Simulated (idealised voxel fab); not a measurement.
Proc. module: voxel capacitor over wiring
Cross-section cut spans 230 nm and uses square cells 5 nm in size.
In this document a cross-section is written as a grid of square cells. It is given as a series of bands, listed from the top down, and a band is one or more rows of cells. Each band's line starts with the height of the band's top and of its bottom, in nm. Then come its materials from left to right, each with its width in nm. One material with "edge to edge" fills the band from edge to edge. "empty" is empty space. Counting heights begins at 0, where everything beneath is, in the wafer as received, one material. The lowest band has no bottom; it goes on downwards, as "0 -> down" shows. A two-number width, for instance "30->40", indicates that the width is equal to the first number in the top row of the band and to the second number in the bottom row, and that it changes by a constant amount per row of cells. It should be understood that the words "nothing was modified", when stated for a given step, signify that the cross-section underwent no change in any of its cells during that step. "Listed closed voids" enumerates empty spaces isolated from the top, with no open way to it, that contain at least 8 cells, giving each as width x height at distance from the left edge, all three in nm. Past the settings on a step's line: simulator remark, on that step. When a step includes a mask, the "overlay nm" setting on its line states how far to the right of its planned place that mask lay, and negative values state how far to the left.
Process steps (planned)
1) RECEIVE with material Si
2) CONFORMAL_DEP with material SiO2, thk nm 15
3) CONFORMAL_DEP with material SiCN, thk nm 5
4) DIRECTIONAL_DEP with material lowk, thk nm 25
5) DIRECTIONAL_DEP with material aC, thk nm 15
6) PATTERN with tone open, mask id METAL_1, material resist, width nm 25, pitch nm 95, thk nm 35, overlay nm 0
7) DIRECTIONAL_ETCH with etch materials aC, depth nm 15
8) STRIP with etch materials resist
9) DIRECTIONAL_ETCH with etch materials lowk, depth nm 25
10) DIRECTIONAL_ETCH with etch materials SiCN, depth nm 5
11) STRIP with etch materials aC
12) CONFORMAL_DEP with material TiN, thk nm 5
13) FILL_DEP with material Ru, thk nm 5
14) CMP with height nm 45
15) CONFORMAL_DEP with material SiCN, thk nm 5
16) DIRECTIONAL_DEP with material lowk, thk nm 15
17) DIRECTIONAL_DEP with material aC, thk nm 15
18) PATTERN with tone open, mask id PLUG_1, material resist, width nm 15, thk nm 30, overlay nm 0
19) DIRECTIONAL_ETCH with etch materials aC, depth nm 15
20) STRIP with etch materials resist
21) DIRECTIONAL_ETCH with etch materials lowk, depth nm 15
22) DIRECTIONAL_ETCH with etch materials SiCN, depth nm 5
23) STRIP with etch materials aC
24) CONFORMAL_DEP with material TiN, thk nm 5
25) FILL_DEP with material W, thk nm 5
26) CMP with height nm 65
27) DIRECTIONAL_DEP with material TiN, thk nm 5
28) DIRECTIONAL_DEP with material Al2O3, thk nm 5
29) DIRECTIONAL_DEP with material TiN, thk nm 5
30) DIRECTIONAL_DEP with material aC, thk nm 10
31) PATTERN with tone cover, mask id UPPER_PLATE, material resist, width nm 75, thk nm 30, overlay nm 0
32) DIRECTIONAL_ETCH with etch materials aC, depth nm 10
33) STRIP with etch materials resist
34) DIRECTIONAL_ETCH with etch materials TiN, depth nm 5
35) DIRECTIONAL_ETCH with etch materials Al2O3, depth nm 5
36) STRIP with etch materials aC
37) MASKED_ETCH with tone cover, mask id LOWER_PLATE, width nm 75, etch materials TiN, depth nm 5, overlay nm 0
38) FILL_DEP with material SiO2, thk nm 20
39) CMP with height nm 95
40) PATTERN with tone open, mask id PLUG_2, material resist, width nm 15, thk nm 15, overlay nm 0
41) DIRECTIONAL_ETCH with etch materials SiO2, depth nm 15
42) STRIP with etch materials resist
43) CONFORMAL_DEP with material TiN, thk nm 5
44) FILL_DEP with material Cu, thk nm 5
45) CMP with height nm 95
46) CONFORMAL_DEP with material SiCN, thk nm 5
The value of width nm given for step 37 in the plan refers to the first wafer; the wafers vary in this setting and are alike at the start.
First of several wafers, received after step 1, in cross-section
    0 -> down: Si edge to edge
    Listed closed voids: none
After the module's final step, step 46: the first of several wafers in cross-section
    100 -> 95: SiCN edge to edge
    95 -> 85: SiO2=75 | TiN=5 | Cu=5 | TiN=5 | SiO2=140
    85 -> 75: SiO2=75->65 | TiN=15->75 | SiO2=140->90
    75 -> 70: SiO2=65 | Al2O3=75 | SiO2=90
    70 -> 65: SiO2=65 | TiN=75 | SiO2=90
    65 -> 50: lowk=65 | TiN=5 | W=5 | TiN=5 | lowk=150
    50 -> 45: SiCN=65 | TiN=15 | SiCN=150
    45 -> 20: lowk=55 | TiN=5 | Ru=15 | TiN=5 | lowk=70 | TiN=5 | Ru=15 | TiN=5 | lowk=55
    20 -> 15: SiCN=55 | TiN=25 | SiCN=70 | TiN=25 | SiCN=55
    15 -> 0: SiO2 edge to edge
    0 -> down: Si edge to edge
    Listed closed voids: none
Cross-sectional depiction of the last of several wafers upon completion of the module
    100 -> 95: SiCN edge to edge
    95 -> 85: SiO2=75 | TiN=5 | Cu=5 | TiN=5 | SiO2=140
    85 -> 75: SiO2=75->65 | TiN=15->75 | SiO2=140->90
    75 -> 70: SiO2=65 | Al2O3=75 | SiO2=90
    70 -> 65: SiO2=55 | TiN=100 | SiO2=75
    65 -> 50: lowk=65 | TiN=5 | W=5 | TiN=5 | lowk=150
    50 -> 45: SiCN=65 | TiN=15 | SiCN=150
    45 -> 20: lowk=55 | TiN=5 | Ru=15 | TiN=5 | lowk=70 | TiN=5 | Ru=15 | TiN=5 | lowk=55
    20 -> 15: SiCN=55 | TiN=25 | SiCN=70 | TiN=25 | SiCN=55
    15 -> 0: SiO2 edge to edge
    0 -> down: Si edge to edge
    Listed closed voids: none
Note: the following table is arranged by wafer, a row apiece. Each row reports the end-of-module state: per material, cells gained (+) or cells lost (-) compared with the wafer as received; closed voids follow
width nm 75 | +15 Al2O3 | +2 Cu | +30 Ru | +125 SiCN | +360 SiO2 | +76 TiN | +3 W | +309 lowk | Listed closed voids: none
width nm 80 | +15 Al2O3 | +2 Cu | +30 Ru | +125 SiCN | +359 SiO2 | +77 TiN | +3 W | +309 lowk | Listed closed voids: none
width nm 85 | +15 Al2O3 | +2 Cu | +30 Ru | +125 SiCN | +358 SiO2 | +78 TiN | +3 W | +309 lowk | Listed closed voids: none
width nm 90 | +15 Al2O3 | +2 Cu | +30 Ru | +125 SiCN | +357 SiO2 | +79 TiN | +3 W | +309 lowk | Listed closed voids: none
width nm 95 | +15 Al2O3 | +2 Cu | +30 Ru | +125 SiCN | +356 SiO2 | +80 TiN | +3 W | +309 lowk | Listed closed voids: none
width nm 100 | +15 Al2O3 | +2 Cu | +30 Ru | +125 SiCN | +355 SiO2 | +81 TiN | +3 W | +309 lowk | Listed closed voids: none
